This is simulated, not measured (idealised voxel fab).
process module | voxel self aligned vias
Displayed cross-section: cut, width of 225 nm, square cells sized 5 nm.
If you're reading a cross-section in this doc, picture square cells in a grid; it comes to you as bands, top ones listed first down to the bottom, and a band can be one or more rows of cells. Per band: top height and bottom height in nm, followed by the left-to-right materials and their widths in nm; "all across" marks a single material spanning edge to edge, "empty" marks empty space. Heights from 0 (as-received wafer is one material below). Bottom band endless downward, as "0 -> down". Width spec "30->40" -> top row of cells at first value, bottom row at second value, equal per-row change in between. Key: "same as before" - step with no changed cell in the cross-section. Voids not open to the top, 8 cells minimum: see "Trapped void list". Written width x height at distance; distance is from the left edge; nm. Read whatever lies past the settings on a step's line as the simulator's own remark about the step. "overlay nm" denotes, for a step that has a mask, the displacement of the mask to the right of its planned place, with negative values corresponding to the left.
## Steps in the process plan
1: RECEIVE | material Si
2: CONFORMAL_DEP | material SiO2 | thk nm 10
3: CONFORMAL_DEP | material SiCN | thk nm 5
4: DIRECTIONAL_DEP | material lowk | thk nm 30
5: MASKED_ETCH | tone open | mask id LINES | width nm 20 | pitch nm 70 | etch materials lowk | depth nm 30 | overlay nm 0
6: CONFORMAL_DEP | material TiN | thk nm 5
7: FILL_DEP | material W | thk nm 10
8: CMP | height nm 45
9: SELECTIVE_ETCH | etch materials W Ru TiN | depth nm 10
10: FILL_DEP | material SiN | thk nm 10
11: CMP | height nm 45
12: DIRECTIONAL_DEP | material lowk | thk nm 15
13: MASKED_ETCH | tone open | mask id VIAS | width nm 40 | pitch nm 70 | etch materials lowk | depth nm 15 | overlay nm 0
14: MASKED_ETCH | tone open | mask id VIAS | width nm 40 | pitch nm 70 | etch materials SiN | depth nm 10 | overlay nm 0
15: CONFORMAL_DEP | material TiN | thk nm 5
16: FILL_DEP | material W | thk nm 5
17: CMP | height nm 60
18: CONFORMAL_DEP | material SiCN | thk nm 5
varied across the wafers: width nm of step 5. The plan shows the first wafer's value. All wafers start alike
## The first of several wafers in cross-section, exactly as it reached us after step 1
	0 -> down = Si all across
	Trapped void list: none
## Gained (+) or lost (-) cells of each material since receipt, then closed voids: one row per wafer, at the end of the module
width nm 20, +90 SiCN, +90 SiO2, +52 TiN, +44 W, +309 lowk, Trapped void list: none
width nm 25, +90 SiCN, +90 SiO2, +54 TiN, +54 W, +297 lowk, Trapped void list: none
width nm 30, +90 SiCN, +90 SiO2, +56 TiN, +64 W, +285 lowk, Trapped void list: none
width nm 35, +90 SiCN, +90 SiO2, +58 TiN, +74 W, +273 lowk, Trapped void list: none
width nm 40, +90 SiCN, +90 SiO2, +60 TiN, +84 W, +261 lowk, Trapped void list: none
width nm 45, +90 SiCN, +4 SiN, +90 SiO2, +62 TiN, +90 W, +249 lowk, Trapped void list: none
